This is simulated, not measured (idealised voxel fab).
process module | voxel wiring stack
cross-section cut | 290 nm wide | cells 5 nm
A cross-section is a grid of square cells, given in bands from the top down. A band is one or more rows of cells.
Each band's line starts with the height of the band's top and of its bottom, in nm. Then come its materials from left to right, each with its width in nm. One material with "throughout" fills the band from edge to edge. "air" is empty space.
Height 0 is the level under which the wafer as received is all one material. The lowest band goes on downwards, as in "0 down".
A width such as "30 to 40" changes by the same amount from each row of cells to the next, from the band's top row to its bottom row.
"no change" after a step means that no cell of the cross-section changed.
closed voids: empty space of 8 cells or more with no open way to the top, each as width x height at its distance from the left edge, in nm
after a step's settings: what the simulator itself notes on the step
overlay nm, on a step with a mask: how far to the right of its planned place the mask lay; to the left if negative
plan
1 op RECEIVE | material Si
2 op CONFORMAL_DEP | material SiO2 | thk nm 10
3 op CONFORMAL_DEP | material SiCN | thk nm 5
4 op DIRECTIONAL_DEP | material SiO2 | thk nm 25
5 op MASKED_ETCH | tone open | mask id METAL_1 | width nm 20 | pitch nm 45 | etch materials SiO2 | depth nm 25 | overlay nm 0
6 op MASKED_ETCH | tone open | mask id METAL_1 | width nm 20 | pitch nm 45 | etch materials SiCN | depth nm 5 | overlay nm 0
7 op CONFORMAL_DEP | material TiN | thk nm 5
8 op FILL_DEP | material Cu | thk nm 5
9 op CMP | height nm 40
10 op CONFORMAL_DEP | material SiCN | thk nm 5
11 op DIRECTIONAL_DEP | material SiO2 | thk nm 30
12 op MASKED_ETCH | tone open | mask id METAL_2 | width nm 20 | pitch nm 45 | etch materials SiO2 | depth nm 15 | overlay nm 0
13 op PATTERN | tone open | mask id METAL_2_HOLES | material resist | width nm 15 | thk nm 15 | overlay nm 0
14 op DIRECTIONAL_ETCH | etch materials SiO2 | depth nm 15
15 op DIRECTIONAL_ETCH | etch materials SiCN | depth nm 5
16 op STRIP | etch materials resist
17 op CONFORMAL_DEP | material TiN | thk nm 5
18 op FILL_DEP | material Cu | thk nm 5
19 op CMP | height nm 75
20 op CONFORMAL_DEP | material SiCN | thk nm 5
21 op DIRECTIONAL_DEP | material lowk | thk nm 30
22 op PATTERN | tone open | mask id METAL_3_HOLES | material resist | width nm 15 | pitch nm 45 | thk nm 20 | overlay nm 0
23 op DIRECTIONAL_ETCH | etch materials lowk | depth nm 30
24 op STRIP | etch materials resist
25 op MASKED_ETCH | tone open | mask id METAL_3 | width nm 20 | pitch nm 45 | etch materials lowk | depth nm 15 | overlay nm 0
26 op MASKED_ETCH | tone open | mask id METAL_3 | width nm 20 | pitch nm 45 | etch materials SiCN | depth nm 5 | overlay nm 0
27 op CONFORMAL_DEP | material TiN | thk nm 5
28 op FILL_DEP | material Ru | thk nm 5
29 op CMP | height nm 110
30 op CONFORMAL_DEP | material SiCN | thk nm 5
31 op DIRECTIONAL_DEP | material lowk | thk nm 35
32 op DIRECTIONAL_DEP | material aC | thk nm 10
33 op PATTERN | tone open | mask id METAL_4_HOLES | material resist | width nm 15 | thk nm 25 | overlay nm 0
34 op DIRECTIONAL_ETCH | etch materials aC | depth nm 10
35 op STRIP | etch materials resist
36 op DIRECTIONAL_ETCH | etch materials lowk | depth nm 35
37 op STRIP | etch materials aC
38 op PATTERN | tone open | mask id METAL_4 | material resist | width nm 20 | pitch nm 45 | thk nm 15 | overlay nm 0
39 op DIRECTIONAL_ETCH | etch materials lowk | depth nm 20
40 op DIRECTIONAL_ETCH | etch materials SiCN | depth nm 5
41 op STRIP | etch materials resist
42 op CONFORMAL_DEP | material TiN | thk nm 5
43 op FILL_DEP | material Cu | thk nm 10
44 op CMP | height nm 150
45 op CONFORMAL_DEP | material SiN | thk nm 5
as received, after step 1
  0 down: Si throughout
  closed voids: none
a wafer at the end: this start, this plan, one mistake
  155 to 150: SiN throughout
  150 to 135: lowk 110 | TiN 5 | Cu 10 | TiN 5 | lowk 25 | TiN 5 | Cu 10 | TiN 5 | lowk 115
  135 to 130: lowk 110 | TiN 5 | Cu 5 | TiN 10 | lowk 25 | TiN 20 | lowk 115
  130 to 115: lowk 110 | TiN 5 | Cu 5 | TiN 5 | lowk 165
  115 to 110: SiCN 110 | TiN 15 | SiCN 165
  110 to 100: lowk 110 | TiN 5 | Ru 10 | TiN 5 | lowk 25 | TiN 5 | Ru 10 | TiN 5 | lowk 115
  100 to 95: lowk 110 | TiN 5 | Ru 5 | TiN 10 | lowk 25 | TiN 5 | Ru 5 | TiN 10 | lowk 115
  95 to 80: lowk 110 | TiN 5 | Ru 5 | TiN 5 | lowk 30 | TiN 5 | Ru 5 | TiN 5 | lowk 120
  80 to 75: SiCN 110 | TiN 15 | SiCN 30 | TiN 15 | SiCN 120
  75 to 65: SiO2 115 | Cu 10 | SiO2 35 | Cu 10 | SiO2 120
  65 to 45: SiO2 115 | Cu 5 | SiO2 170
  45 to 40: SiCN 110 | SiO2 15 | SiCN 165
  40 to 15: SiO2 110 | TiN 5 | Cu 10 | TiN 5 | SiO2 25 | TiN 5 | Cu 10 | TiN 5 | SiO2 115
  15 to 10: SiCN 110 | TiN 20 | SiCN 25 | TiN 20 | SiCN 115
  10 to 0: SiO2 throughout
  0 down: Si throughout
  closed voids: none
what went wrong: step 17 ran as: op CONFORMAL_DEP | material SiO2 | thk nm 5
